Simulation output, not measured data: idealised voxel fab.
process module | voxel released beams
cross-section cut | 140 nm wide | cells 5 nm
A cross-section is a grid of square cells, given in bands from the top down. A band is one or more rows of cells.
Each band's line starts with the height of the band's top and of its bottom, in nm. Then come its materials from left to right, each with its width in nm. One material with "throughout" fills the band from edge to edge. "air" is empty space.
Height 0 is the level under which the wafer as received is all one material. The lowest band goes on downwards, as in "0 down".
A width such as "30 to 40" changes by the same amount from each row of cells to the next, from the band's top row to its bottom row.
"no change" after a step means that no cell of the cross-section changed.
closed voids: empty space of 8 cells or more with no open way to the top, each as width x height at its distance from the left edge, in nm
after a step's settings: what the simulator itself notes on the step
overlay nm, on a step with a mask: how far to the right of its planned place the mask lay; to the left if negative
plan
1 op RECEIVE | material Si
2 op CONFORMAL_DEP | material SiN | thk nm 10
3 op DIRECTIONAL_DEP | material SiO2 | thk nm 10
4 op MASKED_ETCH | tone open | mask id ANCHOR | width nm 35 | etch materials SiO2 | depth nm 10 | overlay nm 0
5 op CONFORMAL_DEP | material polySi | thk nm 15
6 op DIRECTIONAL_DEP | material aC | thk nm 15
7 op PATTERN | tone cover | mask id BEAM | material resist | width nm 80 | thk nm 35 | overlay nm 0
8 op DIRECTIONAL_ETCH | etch materials aC | depth nm 15
9 op STRIP | etch materials resist
10 op DIRECTIONAL_ETCH | etch materials polySi | depth nm 15
11 op STRIP | etch materials aC
12 op STRIP | etch materials SiO2
as received, after step 1
  0 down: Si throughout
  closed voids: none
a wafer at the end: this start, this plan, one mistake
  30 to 20: air 25 | polySi 15 | air 15 | polySi 50 | air 35
  20 to 10: air 30 | polySi 35 | air 75
  10 to 0: SiN throughout
  0 down: Si throughout
  closed voids: none
what went wrong: step 5 ran as: op CONFORMAL_DEP | material polySi | thk nm 10
